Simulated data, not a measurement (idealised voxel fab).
Process module under the name voxel wiring stack
This is section cut - it's 165 nm across, gridded in 5 nm square cells.
Cross-section = grid of square cells, listed top down in bands; band = one or more rows. Quick guide to a band line: top height, bottom height (nm) up front; then every material left to right with its width in nm. Only one material and it's marked "all across"? Then it fills the band edge to edge. And "blank" just means empty space. Heights from 0 (as-received wafer is one material below). Bottom band endless downward, as "0 down". You'd read "30..40" like this: the band's top row of cells is as wide as the first number, its bottom row is as wide as the second, and going down, every row changes width by the same amount as the row before did. It should be understood that the words "same as before", when stated for a given step, signify that the cross-section underwent no change in any of its cells during that step. This entry, "closed voids", enumerates those empty regions of no fewer than 8 cells that possess no open connection to the top. Each region is reported in the form width x height at distance, the distance being taken from the left edge, with all three quantities expressed in nm. Where a step's line continues beyond its settings, the continuation is a remark by the simulator itself on that step. overlay nm: on a step with a mask, how far right of its planned place the mask lay; negative means left. Note on reading: below, each pair holds a cross-section from before one process step and one from after it; the one from after shows only down to the lowest band that changed. Beneath the pair, the step in between is stated along with its settings. The pairs can stem from different runs of this module on the same starting wafer. Where a pair's entry headed "Before-step section" says so, and only there, that pair continues from the pair above it.

-- Before-step section
	95 to 85 = lowk all across
	85 to 70 = 45 lowk, then 25 W, then 25 lowk, then 25 W, then 45 lowk
	70 to 65 = 45 lowk, then 25 TiN, then 25 lowk, then 25 TiN, then 45 lowk
	65 to 60 = 35 Cu, then 15 TiN, then 5 Cu, then 25 TiN, then 5 Cu, then 45 TiN, then 35 Cu
	60 to 55 = 40 TiN, then 5 SiO2, then 5 TiN, then 5 Cu, then 5 TiN, then 15 SiO2, then 15 TiN, then 35 SiO2, then 40 TiN
	55 to 50 = 45 SiO2, then 5 TiN, then 5 Cu, then 5 TiN, then 105 SiO2
	50 to 45 = 45 SiO2, then 15 TiN, then 105 SiO2
	45 to 40 = 40 SiO2, then 35 Ru, then 15 SiO2, then 35 Ru, then 40 SiO2
	40 to 20 = 45 SiO2, then 5 TiN, then 15 Cu, then 5 TiN, then 25 SiO2, then 5 TiN, then 15 Cu, then 5 TiN, then 45 SiO2
	20 to 15 = 45 SiCN, then 25 TiN, then 25 SiCN, then 25 TiN, then 45 SiCN
	15 to 0 = SiO2 all across
	0 down = Si all across
	closed voids: none

-- After the Step
	85 to 70 = 45 lowk, then 25 W, then 25 lowk, then 25 W, then 45 lowk
	Unchanged below 70.
	closed voids: none
Step taken after the before cross-section and before the after cross-section above: CMP | height nm 85

Before-step section: Please consult the pair immediately above; the cross-section it shows after its step is the state before this step.

-- After the Step
	90 to 85 = SiCN all across
	Unchanged below 85.
	closed voids: none
Step taken after the before cross-section and before the after cross-section above: CONFORMAL_DEP | material SiCN | thk nm 5

Before-step section: Please consult the pair immediately above; the cross-section it shows after its step is the state before this step.

-- After the Step
	115 to 90 = lowk all across
	Unchanged below 90.
	closed voids: none
Step taken after the before cross-section and before the after cross-section above: DIRECTIONAL_DEP | material lowk | thk nm 25

Before-step section: Please consult the pair immediately above; the cross-section it shows after its step is the state before this step.

-- After the Step
	125 to 115 = aC all across
	Unchanged below 115.
	closed voids: none
Step taken after the before cross-section and before the after cross-section above: DIRECTIONAL_DEP | material aC | thk nm 10

Before-step section: Please consult the pair immediately above; the cross-section it shows after its step is the state before this step.

-- After the Step
	155 to 125 = 45 resist, then 15 blank, then 105 resist
	Unchanged below 125.
	closed voids: none
Step taken after the before cross-section and before the after cross-section above: PATTERN | tone open | mask id METAL_3_HOLES | material resist | width nm 15 | thk nm 30 | overlay nm 0

Before-step section: Please consult the pair immediately above; the cross-section it shows after its step is the state before this step.

-- After the Step
	145 to 125 = 45 resist, then 15 blank, then 105 resist
	125 to 115 = 45 aC, then 15 blank, then 105 aC
	Unchanged below 115.
	closed voids: none
Step taken after the before cross-section and before the after cross-section above: DIRECTIONAL_ETCH | etch materials aC | depth nm 10

Before-step section: Please consult the pair immediately above; the cross-section it shows after its step is the state before this step.

-- After the Step
	125 to 115 = 45 aC, then 15 blank, then 105 aC
	Unchanged below 115.
	closed voids: none
Step taken after the before cross-section and before the after cross-section above: STRIP | etch materials resist

Before-step section: Please consult the pair immediately above; the cross-section it shows after its step is the state before this step.

-- After the Step
	125 to 115 = 45 aC, then 15 blank, then 105 aC
	115 to 90 = 45 lowk, then 15 blank, then 105 lowk
	Unchanged below 90.
	closed voids: none
Step taken after the before cross-section and before the after cross-section above: DIRECTIONAL_ETCH | etch materials lowk | depth nm 25

Before-step section: Please consult the pair immediately above; the cross-section it shows after its step is the state before this step.

-- After the Step
	115 to 90 = 45 lowk, then 15 blank, then 105 lowk
	Unchanged below 90.
	closed voids: none
Step taken after the before cross-section and before the after cross-section above: STRIP | etch materials aC

Before-step section: Please consult the pair immediately above; the cross-section it shows after its step is the state before this step.

-- After the Step
	115 to 100 = 45 lowk, then 25 blank, then 25 lowk, then 25 blank, then 45 lowk
	Unchanged below 100.
	closed voids: none
Step taken after the before cross-section and before the after cross-section above: MASKED_ETCH | tone open | mask id METAL_3 | width nm 25 | pitch nm 50 | etch materials lowk | depth nm 15 | overlay nm 0

Before-step section: Please consult the pair immediately above; the cross-section it shows after its step is the state before this step.

-- After the Step
	115 to 100 = 45 lowk, then 25 blank, then 25 lowk, then 25 blank, then 45 lowk
	100 to 90 = 45 lowk, then 15 blank, then 105 lowk
	90 to 85 = 45 SiCN, then 15 blank, then 105 SiCN
	Unchanged below 85.
	closed voids: none
Step taken after the before cross-section and before the after cross-section above: MASKED_ETCH | tone open | mask id METAL_3 | width nm 25 | pitch nm 50 | etch materials SiCN | depth nm 5 | overlay nm 0

Before-step section: Please consult the pair immediately above; the cross-section it shows after its step is the state before this step.

-- After the Step
	120 to 115 = 50 TiN, then 15 blank, then 35 TiN, then 15 blank, then 50 TiN
	115 to 105 = 45 lowk, then 5 TiN, then 15 blank, then 5 TiN, then 25 lowk, then 5 TiN, then 15 blank, then 5 TiN, then 45 lowk
	105 to 100 = 45 lowk, then 5 TiN, then 5 blank, then 15 TiN, then 25 lowk, then 25 TiN, then 45 lowk
	100 to 90 = 45 lowk, then 5 TiN, then 5 blank, then 5 TiN, then 105 lowk
	90 to 85 = 45 SiCN, then 15 TiN, then 105 SiCN
	Unchanged below 85.
	closed voids: none
Step taken after the before cross-section and before the after cross-section above: CONFORMAL_DEP | material TiN | thk nm 5

Before-step section: Please consult the pair immediately above; the cross-section it shows after its step is the state before this step.

-- After the Step
	125 to 120 = Ru all across
	120 to 115 = 50 TiN, then 15 Ru, then 35 TiN, then 15 Ru, then 50 TiN
	115 to 105 = 45 lowk, then 5 TiN, then 15 Ru, then 5 TiN, then 25 lowk, then 5 TiN, then 15 Ru, then 5 TiN, then 45 lowk
	105 to 100 = 45 lowk, then 5 TiN, then 5 Ru, then 15 TiN, then 25 lowk, then 25 TiN, then 45 lowk
	100 to 90 = 45 lowk, then 5 TiN, then 5 Ru, then 5 TiN, then 105 lowk
	Unchanged below 90.
	closed voids: none
Step taken after the before cross-section and before the after cross-section above: FILL_DEP | material Ru | thk nm 5

Before-step section: Please consult the pair immediately above; the cross-section it shows after its step is the state before this step.

-- After the Step
	115 to 105 = 45 lowk, then 5 TiN, then 15 Ru, then 5 TiN, then 25 lowk, then 5 TiN, then 15 Ru, then 5 TiN, then 45 lowk
	Unchanged below 105.
	closed voids: none
Step taken after the before cross-section and before the after cross-section above: CMP | height nm 115

Before-step section: Please consult the pair immediately above; the cross-section it shows after its step is the state before this step.

-- After the Step
	120 to 115 = SiCN all across
	Unchanged below 115.
	closed voids: none
Step taken after the before cross-section and before the after cross-section above: CONFORMAL_DEP | material SiCN | thk nm 5

Before-step section: Please consult the pair immediately above; the cross-section it shows after its step is the state before this step.

-- After the Step
	150 to 120 = SiO2 all across
	Unchanged below 120.
	closed voids: none
Step taken after the before cross-section and before the after cross-section above: DIRECTIONAL_DEP | material SiO2 | thk nm 30

Before-step section: Please consult the pair immediately above; the cross-section it shows after its step is the state before this step.

-- After the Step
	165 to 150 = aC all across
	Unchanged below 150.
	closed voids: none
Step taken after the before cross-section and before the after cross-section above: DIRECTIONAL_DEP | material aC | thk nm 15

Before-step section: Please consult the pair immediately above; the cross-section it shows after its step is the state before this step.

-- After the Step
	195 to 165 = 45 resist, then 15 blank, then 35 resist, then 15 blank, then 55 resist
	Unchanged below 165.
	closed voids: none
Step taken after the before cross-section and before the after cross-section above: PATTERN | tone open | mask id METAL_4_HOLES | material resist | width nm 15 | pitch nm 50 | thk nm 30 | overlay nm 0

Before-step section: Please consult the pair immediately above; the cross-section it shows after its step is the state before this step.

-- After the Step
	180 to 165 = 45 resist, then 15 blank, then 35 resist, then 15 blank, then 55 resist
	165 to 150 = 45 aC, then 15 blank, then 35 aC, then 15 blank, then 55 aC
	Unchanged below 150.
	closed voids: none
Step taken after the before cross-section and before the after cross-section above: DIRECTIONAL_ETCH | etch materials aC | depth nm 15

Before-step section: Please consult the pair immediately above; the cross-section it shows after its step is the state before this step.

-- After the Step
	165 to 150 = 45 aC, then 15 blank, then 35 aC, then 15 blank, then 55 aC
	Unchanged below 150.
	closed voids: none
Step taken after the before cross-section and before the after cross-section above: STRIP | etch materials resist

Before-step section: Please consult the pair immediately above; the cross-section it shows after its step is the state before this step.

-- After the Step
	165 to 150 = 45 aC, then 15 blank, then 35 aC, then 15 blank, then 55 aC
	150 to 120 = 45 SiO2, then 15 blank, then 35 SiO2, then 15 blank, then 55 SiO2
	Unchanged below 120.
	closed voids: none
Step taken after the before cross-section and before the after cross-section above: DIRECTIONAL_ETCH | etch materials SiO2 | depth nm 30

Before-step section: Please consult the pair immediately above; the cross-section it shows after its step is the state before this step.

-- After the Step
	150 to 120 = 45 SiO2, then 15 blank, then 35 SiO2, then 15 blank, then 55 SiO2
	Unchanged below 120.
	closed voids: none
Step taken after the before cross-section and before the after cross-section above: STRIP | etch materials aC

Before-step section: Please consult the pair immediately above; the cross-section it shows after its step is the state before this step.

-- After the Step
	165 to 150 = 45 aC, then 15 blank, then 35 aC, then 15 blank, then 55 aC
	150 to 135 = 45 SiO2, then 15 blank, then 35 SiO2, then 15 blank, then 55 SiO2
	135 to 120 = 45 SiO2, then 15 aC, then 35 SiO2, then 15 aC, then 55 SiO2
	Unchanged below 120.
	closed voids: none
Step taken after the before cross-section and before the after cross-section above: DIRECTIONAL_DEP | material aC | thk nm 15

Before-step section: Please consult the pair immediately above; the cross-section it shows after its step is the state before this step.

-- After the Step
	195 to 165 = 45 resist, then 25 blank, then 25 resist, then 25 blank, then 45 resist
	Unchanged below 165.
	closed voids: none
Step taken after the before cross-section and before the after cross-section above: PATTERN | tone open | mask id METAL_4 | material resist | width nm 25 | pitch nm 50 | thk nm 30 | overlay nm 0

Before-step section: Please consult the pair immediately above; the cross-section it shows after its step is the state before this step.

-- After the Step
	180 to 165 = 45 resist, then 25 blank, then 25 resist, then 25 blank, then 45 resist
	165 to 150 = 45 aC, then 25 blank, then 25 aC, then 25 blank, then 45 aC
	150 to 120 = 45 SiO2, then 15 blank, then 35 SiO2, then 15 blank, then 55 SiO2
	Unchanged below 120.
	closed voids: none
Step taken after the before cross-section and before the after cross-section above: DIRECTIONAL_ETCH | etch materials aC | depth nm 15

Before-step section: Please consult the pair immediately above; the cross-section it shows after its step is the state before this step.

-- After the Step
	165 to 150 = 45 aC, then 25 blank, then 25 aC, then 25 blank, then 45 aC
	Unchanged below 150.
	closed voids: none
Step taken after the before cross-section and before the after cross-section above: STRIP | etch materials resist

Before-step section: Please consult the pair immediately above; the cross-section it shows after its step is the state before this step.

-- After the Step
	165 to 150 = 45 aC, then 25 blank, then 25 aC, then 25 blank, then 45 aC
	150 to 135 = 45 SiO2, then 25 blank, then 25 SiO2, then 25 blank, then 45 SiO2
	Unchanged below 135.
	closed voids: none
Step taken after the before cross-section and before the after cross-section above: DIRECTIONAL_ETCH | etch materials SiO2 | depth nm 15

Before-step section: Please consult the pair immediately above; the cross-section it shows after its step is the state before this step.

-- After the Step
	165 to 150 = 45 aC, then 25 blank, then 25 aC, then 25 blank, then 45 aC
	150 to 135 = 45 SiO2, then 25 blank, then 25 SiO2, then 25 blank, then 45 SiO2
	135 to 120 = 45 SiO2, then 15 blank, then 35 SiO2, then 15 blank, then 55 SiO2
	120 to 115 = 45 SiCN, then 15 blank, then 35 SiCN, then 15 blank, then 55 SiCN
	Unchanged below 115.
	closed voids: none
Step taken after the before cross-section and before the after cross-section above: DIRECTIONAL_ETCH | etch materials SiCN | depth nm 5

Before-step section: Please consult the pair immediately above; the cross-section it shows after its step is the state before this step.

-- After the Step
	150 to 135 = 45 SiO2, then 25 blank, then 25 SiO2, then 25 blank, then 45 SiO2
	Unchanged below 135.
	closed voids: none
Step taken after the before cross-section and before the after cross-section above: STRIP | etch materials aC

Before-step section: Please consult the pair immediately above; the cross-section it shows after its step is the state before this step.

-- After the Step
	155 to 150 = 50 TiN, then 15 blank, then 35 TiN, then 15 blank, then 50 TiN
	150 to 140 = 45 SiO2, then 5 TiN, then 15 blank, then 5 TiN, then 25 SiO2, then 5 TiN, then 15 blank, then 5 TiN, then 45 SiO2
	140 to 135 = 45 SiO2, then 5 TiN, then 5 blank, then 15 TiN, then 25 SiO2, then 5 TiN, then 5 blank, then 15 TiN, then 45 SiO2
	135 to 120 = 45 SiO2, then 5 TiN, then 5 blank, then 5 TiN, then 35 SiO2, then 5 TiN, then 5 blank, then 5 TiN, then 55 SiO2
	120 to 115 = 45 SiCN, then 15 TiN, then 35 SiCN, then 15 TiN, then 55 SiCN
	Unchanged below 115.
	closed voids: none
Step taken after the before cross-section and before the after cross-section above: CONFORMAL_DEP | material TiN | thk nm 5

Before-step section: Please consult the pair immediately above; the cross-section it shows after its step is the state before this step.

-- After the Step
	160 to 155 = Cu all across
	155 to 150 = 50 TiN, then 15 Cu, then 35 TiN, then 15 Cu, then 50 TiN
	150 to 140 = 45 SiO2, then 5 TiN, then 15 Cu, then 5 TiN, then 25 SiO2, then 5 TiN, then 15 Cu, then 5 TiN, then 45 SiO2
	140 to 135 = 45 SiO2, then 5 TiN, then 5 Cu, then 15 TiN, then 25 SiO2, then 5 TiN, then 5 Cu, then 15 TiN, then 45 SiO2
	135 to 120 = 45 SiO2, then 5 TiN, then 5 Cu, then 5 TiN, then 35 SiO2, then 5 TiN, then 5 Cu, then 5 TiN, then 55 SiO2
	Unchanged below 120.
	closed voids: none
Step taken after the before cross-section and before the after cross-section above: FILL_DEP | material Cu | thk nm 5

Before-step section: Please consult the pair immediately above; the cross-section it shows after its step is the state before this step.

-- After the Step
	150 to 140 = 45 SiO2, then 5 TiN, then 15 Cu, then 5 TiN, then 25 SiO2, then 5 TiN, then 15 Cu, then 5 TiN, then 45 SiO2
	Unchanged below 140.
	closed voids: none
Step taken after the before cross-section and before the after cross-section above: CMP | height nm 150

Before-step section: Please consult the pair immediately above; the cross-section it shows after its step is the state before this step.

-- After the Step
	155 to 150 = SiN all across
	Unchanged below 150.
	closed voids: none
Step taken after the before cross-section and before the after cross-section above: CONFORMAL_DEP | material SiN | thk nm 5

-- Before-step section
	115 to 90 = lowk all across
	90 to 85 = SiCN all across
	85 to 70 = 45 lowk, then 25 W, then 25 lowk, then 25 W, then 45 lowk
	70 to 65 = 45 lowk, then 25 TiN, then 25 lowk, then 25 TiN, then 45 lowk
	65 to 50 = 45 SiO2, then 5 TiN, then 5 Cu, then 5 TiN, then 105 SiO2
	50 to 45 = 45 SiCN, then 15 TiN, then 105 SiCN
	45 to 40 = 40 SiCN, then 35 Ru, then 15 SiCN, then 35 Ru, then 40 SiCN
	40 to 20 = 45 SiO2, then 5 TiN, then 15 Cu, then 5 TiN, then 25 SiO2, then 5 TiN, then 15 Cu, then 5 TiN, then 45 SiO2
	20 to 15 = 45 SiCN, then 25 TiN, then 25 SiCN, then 25 TiN, then 45 SiCN
	15 to 0 = SiO2 all across
	0 down = Si all across
	closed voids: none

-- After the Step
	140 to 90 = lowk all across
	Unchanged below 90.
	closed voids: none
Step taken after the before cross-section and before the after cross-section above: DIRECTIONAL_DEP | material lowk | thk nm 25

Before-step section: Please consult the pair immediately above; the cross-section it shows after its step is the state before this step.

-- After the Step
	150 to 140 = aC all across
	Unchanged below 140.
	closed voids: none
Step taken after the before cross-section and before the after cross-section above: DIRECTIONAL_DEP | material aC | thk nm 10

Before-step section: Please consult the pair immediately above; the cross-section it shows after its step is the state before this step.

-- After the Step
	180 to 150 = 45 resist, then 15 blank, then 105 resist
	Unchanged below 150.
	closed voids: none
Step taken after the before cross-section and before the after cross-section above: PATTERN | tone open | mask id METAL_3_HOLES | material resist | width nm 15 | thk nm 30 | overlay nm 0

Before-step section: Please consult the pair immediately above; the cross-section it shows after its step is the state before this step.

-- After the Step
	170 to 150 = 45 resist, then 15 blank, then 105 resist
	150 to 140 = 45 aC, then 15 blank, then 105 aC
	Unchanged below 140.
	closed voids: none
Step taken after the before cross-section and before the after cross-section above: DIRECTIONAL_ETCH | etch materials aC | depth nm 10

Before-step section: Please consult the pair immediately above; the cross-section it shows after its step is the state before this step.

-- After the Step
	150 to 140 = 45 aC, then 15 blank, then 105 aC
	Unchanged below 140.
	closed voids: none
Step taken after the before cross-section and before the after cross-section above: STRIP | etch materials resist

Before-step section: Please consult the pair immediately above; the cross-section it shows after its step is the state before this step.

-- After the Step
	150 to 140 = 45 aC, then 15 blank, then 105 aC
	140 to 115 = 45 lowk, then 15 blank, then 105 lowk
	Unchanged below 115.
	closed voids: none
Step taken after the before cross-section and before the after cross-section above: DIRECTIONAL_ETCH | etch materials lowk | depth nm 25

Before-step section: Please consult the pair immediately above; the cross-section it shows after its step is the state before this step.

-- After the Step
	140 to 115 = 45 lowk, then 15 blank, then 105 lowk
	Unchanged below 115.
	closed voids: none
Step taken after the before cross-section and before the after cross-section above: STRIP | etch materials aC

Before-step section: Please consult the pair immediately above; the cross-section it shows after its step is the state before this step.

-- After the Step
	140 to 125 = 45 lowk, then 25 blank, then 25 lowk, then 25 blank, then 45 lowk
	125 to 100 = 45 lowk, then 15 blank, then 105 lowk
	Unchanged below 100.
	closed voids: none
Step taken after the before cross-section and before the after cross-section above: MASKED_ETCH | tone open | mask id METAL_3 | width nm 25 | pitch nm 50 | etch materials lowk | depth nm 15 | overlay nm 0

Before-step section: Please consult the pair immediately above; the cross-section it shows after its step is the state before this step.

-- After the Step
	145 to 140 = 50 TiN, then 15 blank, then 35 TiN, then 15 blank, then 50 TiN
	140 to 130 = 45 lowk, then 5 TiN, then 15 blank, then 5 TiN, then 25 lowk, then 5 TiN, then 15 blank, then 5 TiN, then 45 lowk
	130 to 125 = 45 lowk, then 5 TiN, then 5 blank, then 15 TiN, then 25 lowk, then 25 TiN, then 45 lowk
	125 to 105 = 45 lowk, then 5 TiN, then 5 blank, then 5 TiN, then 105 lowk
	105 to 100 = 45 lowk, then 15 TiN, then 105 lowk
	Unchanged below 100.
	closed voids: none
Step taken after the before cross-section and before the after cross-section above: CONFORMAL_DEP | material TiN | thk nm 5

Before-step section: Please consult the pair immediately above; the cross-section it shows after its step is the state before this step.

-- After the Step
	150 to 145 = Ru all across
	145 to 140 = 50 TiN, then 15 Ru, then 35 TiN, then 15 Ru, then 50 TiN
	140 to 130 = 45 lowk, then 5 TiN, then 15 Ru, then 5 TiN, then 25 lowk, then 5 TiN, then 15 Ru, then 5 TiN, then 45 lowk
	130 to 125 = 45 lowk, then 5 TiN, then 5 Ru, then 15 TiN, then 25 lowk, then 25 TiN, then 45 lowk
	125 to 105 = 45 lowk, then 5 TiN, then 5 Ru, then 5 TiN, then 105 lowk
	Unchanged below 105.
	closed voids: none
Step taken after the before cross-section and before the after cross-section above: FILL_DEP | material Ru | thk nm 5

Before-step section: Please consult the pair immediately above; the cross-section it shows after its step is the state before this step.

-- After the Step
	115 to 105 = 45 lowk, then 5 TiN, then 5 Ru, then 5 TiN, then 105 lowk
	Unchanged below 105.
	closed voids: none
Step taken after the before cross-section and before the after cross-section above: CMP | height nm 115

Before-step section: Please consult the pair immediately above; the cross-section it shows after its step is the state before this step.

-- After the Step
	120 to 115 = SiCN all across
	Unchanged below 115.
	closed voids: none
Step taken after the before cross-section and before the after cross-section above: CONFORMAL_DEP | material SiCN | thk nm 5

Before-step section: Please consult the pair immediately above; the cross-section it shows after its step is the state before this step.

-- After the Step
	150 to 120 = SiO2 all across
	Unchanged below 120.
	closed voids: none
Step taken after the before cross-section and before the after cross-section above: DIRECTIONAL_DEP | material SiO2 | thk nm 30

Before-step section: Please consult the pair immediately above; the cross-section it shows after its step is the state before this step.

-- After the Step
	165 to 150 = aC all across
	Unchanged below 150.
	closed voids: none
Step taken after the before cross-section and before the after cross-section above: DIRECTIONAL_DEP | material aC | thk nm 15

Before-step section: Please consult the pair immediately above; the cross-section it shows after its step is the state before this step.

-- After the Step
	195 to 165 = 45 resist, then 15 blank, then 35 resist, then 15 blank, then 55 resist
	Unchanged below 165.
	closed voids: none
Step taken after the before cross-section and before the after cross-section above: PATTERN | tone open | mask id METAL_4_HOLES | material resist | width nm 15 | pitch nm 50 | thk nm 30 | overlay nm 0

Before-step section: Please consult the pair immediately above; the cross-section it shows after its step is the state before this step.

-- After the Step
	180 to 165 = 45 resist, then 15 blank, then 35 resist, then 15 blank, then 55 resist
	165 to 150 = 45 aC, then 15 blank, then 35 aC, then 15 blank, then 55 aC
	Unchanged below 150.
	closed voids: none
Step taken after the before cross-section and before the after cross-section above: DIRECTIONAL_ETCH | etch materials aC | depth nm 15

Before-step section: Please consult the pair immediately above; the cross-section it shows after its step is the state before this step.

-- After the Step
	165 to 150 = 45 aC, then 15 blank, then 35 aC, then 15 blank, then 55 aC
	Unchanged below 150.
	closed voids: none
Step taken after the before cross-section and before the after cross-section above: STRIP | etch materials resist

Before-step section: Please consult the pair immediately above; the cross-section it shows after its step is the state before this step.

-- After the Step
	165 to 150 = 45 aC, then 15 blank, then 35 aC, then 15 blank, then 55 aC
	150 to 120 = 45 SiO2, then 15 blank, then 35 SiO2, then 15 blank, then 55 SiO2
	Unchanged below 120.
	closed voids: none
Step taken after the before cross-section and before the after cross-section above: DIRECTIONAL_ETCH | etch materials SiO2 | depth nm 30

Before-step section: Please consult the pair immediately above; the cross-section it shows after its step is the state before this step.

-- After the Step
	150 to 120 = 45 SiO2, then 15 blank, then 35 SiO2, then 15 blank, then 55 SiO2
	Unchanged below 120.
	closed voids: none
Step taken after the before cross-section and before the after cross-section above: STRIP | etch materials aC

Before-step section: Please consult the pair immediately above; the cross-section it shows after its step is the state before this step.

-- After the Step
	165 to 150 = 45 aC, then 15 blank, then 35 aC, then 15 blank, then 55 aC
	150 to 135 = 45 SiO2, then 15 blank, then 35 SiO2, then 15 blank, then 55 SiO2
	135 to 120 = 45 SiO2, then 15 aC, then 35 SiO2, then 15 aC, then 55 SiO2
	Unchanged below 120.
	closed voids: none
Step taken after the before cross-section and before the after cross-section above: DIRECTIONAL_DEP | material aC | thk nm 15

Before-step section: Please consult the pair immediately above; the cross-section it shows after its step is the state before this step.

-- After the Step
	195 to 165 = 45 resist, then 25 blank, then 25 resist, then 25 blank, then 45 resist
	Unchanged below 165.
	closed voids: none
Step taken after the before cross-section and before the after cross-section above: PATTERN | tone open | mask id METAL_4 | material resist | width nm 25 | pitch nm 50 | thk nm 30 | overlay nm 0

Before-step section: Please consult the pair immediately above; the cross-section it shows after its step is the state before this step.

-- After the Step
	180 to 165 = 45 resist, then 25 blank, then 25 resist, then 25 blank, then 45 resist
	165 to 150 = 45 aC, then 25 blank, then 25 aC, then 25 blank, then 45 aC
	150 to 120 = 45 SiO2, then 15 blank, then 35 SiO2, then 15 blank, then 55 SiO2
	Unchanged below 120.
	closed voids: none
Step taken after the before cross-section and before the after cross-section above: DIRECTIONAL_ETCH | etch materials aC | depth nm 15

Before-step section: Please consult the pair immediately above; the cross-section it shows after its step is the state before this step.

-- After the Step
	165 to 150 = 45 aC, then 25 blank, then 25 aC, then 25 blank, then 45 aC
	Unchanged below 150.
	closed voids: none
Step taken after the before cross-section and before the after cross-section above: STRIP | etch materials resist

Before-step section: Please consult the pair immediately above; the cross-section it shows after its step is the state before this step.

-- After the Step
	165 to 150 = 45 aC, then 25 blank, then 25 aC, then 25 blank, then 45 aC
	150 to 135 = 45 SiO2, then 25 blank, then 25 SiO2, then 25 blank, then 45 SiO2
	Unchanged below 135.
	closed voids: none
Step taken after the before cross-section and before the after cross-section above: DIRECTIONAL_ETCH | etch materials SiO2 | depth nm 15

Before-step section: Please consult the pair immediately above; the cross-section it shows after its step is the state before this step.

-- After the Step
	165 to 150 = 45 aC, then 25 blank, then 25 aC, then 25 blank, then 45 aC
	150 to 135 = 45 SiO2, then 25 blank, then 25 SiO2, then 25 blank, then 45 SiO2
	135 to 120 = 45 SiO2, then 15 blank, then 35 SiO2, then 15 blank, then 55 SiO2
	120 to 115 = 45 SiCN, then 15 blank, then 35 SiCN, then 15 blank, then 55 SiCN
	Unchanged below 115.
	closed voids: none
Step taken after the before cross-section and before the after cross-section above: DIRECTIONAL_ETCH | etch materials SiCN | depth nm 5

Before-step section: Please consult the pair immediately above; the cross-section it shows after its step is the state before this step.

-- After the Step
	150 to 135 = 45 SiO2, then 25 blank, then 25 SiO2, then 25 blank, then 45 SiO2
	Unchanged below 135.
	closed voids: none
Step taken after the before cross-section and before the after cross-section above: STRIP | etch materials aC

Before-step section: Please consult the pair immediately above; the cross-section it shows after its step is the state before this step.

-- After the Step
	155 to 150 = 50 TiN, then 15 blank, then 35 TiN, then 15 blank, then 50 TiN
	150 to 140 = 45 SiO2, then 5 TiN, then 15 blank, then 5 TiN, then 25 SiO2, then 5 TiN, then 15 blank, then 5 TiN, then 45 SiO2
	140 to 135 = 45 SiO2, then 5 TiN, then 5 blank, then 15 TiN, then 25 SiO2, then 5 TiN, then 5 blank, then 15 TiN, then 45 SiO2
	135 to 120 = 45 SiO2, then 5 TiN, then 5 blank, then 5 TiN, then 35 SiO2, then 5 TiN, then 5 blank, then 5 TiN, then 55 SiO2
	120 to 115 = 45 SiCN, then 15 TiN, then 35 SiCN, then 15 TiN, then 55 SiCN
	Unchanged below 115.
	closed voids: none
Step taken after the before cross-section and before the after cross-section above: CONFORMAL_DEP | material TiN | thk nm 5

Before-step section: Please consult the pair immediately above; the cross-section it shows after its step is the state before this step.

-- After the Step
	160 to 155 = Cu all across
	155 to 150 = 50 TiN, then 15 Cu, then 35 TiN, then 15 Cu, then 50 TiN
	150 to 140 = 45 SiO2, then 5 TiN, then 15 Cu, then 5 TiN, then 25 SiO2, then 5 TiN, then 15 Cu, then 5 TiN, then 45 SiO2
	140 to 135 = 45 SiO2, then 5 TiN, then 5 Cu, then 15 TiN, then 25 SiO2, then 5 TiN, then 5 Cu, then 15 TiN, then 45 SiO2
	135 to 120 = 45 SiO2, then 5 TiN, then 5 Cu, then 5 TiN, then 35 SiO2, then 5 TiN, then 5 Cu, then 5 TiN, then 55 SiO2
	Unchanged below 120.
	closed voids: none
Step taken after the before cross-section and before the after cross-section above: FILL_DEP | material Cu | thk nm 5

Before-step section: Please consult the pair immediately above; the cross-section it shows after its step is the state before this step.

-- After the Step
	150 to 140 = 45 SiO2, then 5 TiN, then 15 Cu, then 5 TiN, then 25 SiO2, then 5 TiN, then 15 Cu, then 5 TiN, then 45 SiO2
	Unchanged below 140.
	closed voids: none
Step taken after the before cross-section and before the after cross-section above: CMP | height nm 150

Before-step section: Please consult the pair immediately above; the cross-section it shows after its step is the state before this step.

-- After the Step
	155 to 150 = SiN all across
	Unchanged below 150.
	closed voids: none
Step taken after the before cross-section and before the after cross-section above: CONFORMAL_DEP | material SiN | thk nm 5

-- Before-step section
	0 down = Si all across
	closed voids: none

-- After the Step
	5 to 0 = SiCN all across
	Unchanged below 0.
	closed voids: none
Step taken after the before cross-section and before the after cross-section above: CONFORMAL_DEP | material SiCN | thk nm 5

Before-step section: Please consult the pair immediately above; the cross-section it shows after its step is the state before this step.

-- After the Step
	20 to 5 = SiO2 all across
	Unchanged below 5.
	closed voids: none
Step taken after the before cross-section and before the after cross-section above: CONFORMAL_DEP | material SiO2 | thk nm 15

Before-step section: Please consult the pair immediately above; the cross-section it shows after its step is the state before this step.

-- After the Step
	40 to 5 = SiO2 all across
	Unchanged below 5.
	closed voids: none
Step taken after the before cross-section and before the after cross-section above: DIRECTIONAL_DEP | material SiO2 | thk nm 20

Before-step section: Please consult the pair immediately above; the cross-section it shows after its step is the state before this step.

-- After the Step
	60 to 40 = 45 resist, then 25 blank, then 25 resist, then 25 blank, then 45 resist
	Unchanged below 40.
	closed voids: none
Step taken after the before cross-section and before the after cross-section above: PATTERN | tone open | mask id METAL_1 | material resist | width nm 25 | pitch nm 50 | thk nm 20 | overlay nm 0

Before-step section: Please consult the pair immediately above; the cross-section it shows after its step is the state before this step.

-- After the Step
	60 to 40 = 45 resist, then 25 blank, then 25 resist, then 25 blank, then 45 resist
	40 to 20 = 45 SiO2, then 25 blank, then 25 SiO2, then 25 blank, then 45 SiO2
	Unchanged below 20.
	closed voids: none
Step taken after the before cross-section and before the after cross-section above: DIRECTIONAL_ETCH | etch materials SiO2 | depth nm 20

Before-step section: Please consult the pair immediately above; the cross-section it shows after its step is the state before this step.

-- After the Step
	40 to 20 = 45 SiO2, then 25 blank, then 25 SiO2, then 25 blank, then 45 SiO2
	Unchanged below 20.
	closed voids: none
Step taken after the before cross-section and before the after cross-section above: STRIP | etch materials resist

Before-step section: Please consult the pair immediately above; the cross-section it shows after its step is the state before this step.

-- After the Step
	45 to 40 = 50 TiN, then 15 blank, then 35 TiN, then 15 blank, then 50 TiN
	40 to 25 = 45 SiO2, then 5 TiN, then 15 blank, then 5 TiN, then 25 SiO2, then 5 TiN, then 15 blank, then 5 TiN, then 45 SiO2
	25 to 20 = 45 SiO2, then 25 TiN, then 25 SiO2, then 25 TiN, then 45 SiO2
	Unchanged below 20.
	closed voids: none
Step taken after the before cross-section and before the after cross-section above: CONFORMAL_DEP | material TiN | thk nm 5
